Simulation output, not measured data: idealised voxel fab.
The document below concerns the process module designated voxel spacer lines.
We display cut, a cross-section 195 nm in width whose square cells are each 5 nm.
Just so we're on the same page, the cross-sections are grids of square cells, and they're listed out in bands top to bottom, each band one or more rows deep. Within each band entry, the heights of the top and of the bottom of the band appear first, in that order and in nm; the materials of the band then follow from left to right, each with its corresponding width in nm. The designation "all across" on a single material indicates that it fills the band from edge to edge; the designation "air" indicates empty space. Zero point of the height axis is 0; under it, received wafer = one material. Lowest band: continues down indefinitely, "0 nm and below". The notation "30 to 40" denotes a width that varies across the rows of cells in the band, beginning at the first number in the top row, finishing at the second number in the bottom row, and changing by an identical amount from each row to the next. "nothing was modified" means the step left every cell of the cross-section as it was. You'll see "Catalogued sealed voids" listing empty spaces that have no way open to the top, as long as they're 8 cells or more; the notation is width x height at distance, where the distance is from the left edge, and all of it is in nm. Where a step's line continues beyond its settings, the continuation is a remark by the simulator itself on that step. "overlay nm" on a masked step: distance the mask lay right of its planned place, negative for left.

The planned process steps are enumerated hereunder
1: RECEIVE | material Si
2: CONFORMAL_DEP | material SiO2 | thk nm 10
3: DIRECTIONAL_DEP | material TiN | thk nm 15
4: DIRECTIONAL_DEP | material aC | thk nm 30
5: PATTERN | tone cover | mask id MANDREL | material resist | width nm 20 | pitch nm 70 | thk nm 35 | overlay nm 0
6: DIRECTIONAL_ETCH | etch materials aC | depth nm 30
7: STRIP | etch materials resist
8: CONFORMAL_DEP | material SiN | thk nm 15
9: DIRECTIONAL_ETCH | etch materials SiN | depth nm 15
10: STRIP | etch materials aC
11: DIRECTIONAL_ETCH | etch materials TiN | depth nm 15
12: STRIP | etch materials SiN

Incoming wafer, cross-sectional view, post step 1
* 0 nm and below = Si all across
* Catalogued sealed voids: none

What the wafer looks like in cross-section after this module, when it starts as shown above and follows the plan above but one mistake is made in running it
* 25 nm to 10 nm = air=5  TiN=15  air=20  TiN=15  air=20  TiN=15  air=20  TiN=15  air=20  TiN=15  air=20  TiN=15
* 10 nm to 0 nm = SiO2 all across
* 0 nm and below = Si all across
* Catalogued sealed voids: none
It is concluded that the wafer was processed incorrectly with respect to the plan, in that step 5 deviated from plan and actually ran as PATTERN | tone cover | mask id MANDREL | material resist | width nm 20 | pitch nm 70 | thk nm 35 | overlay nm 5
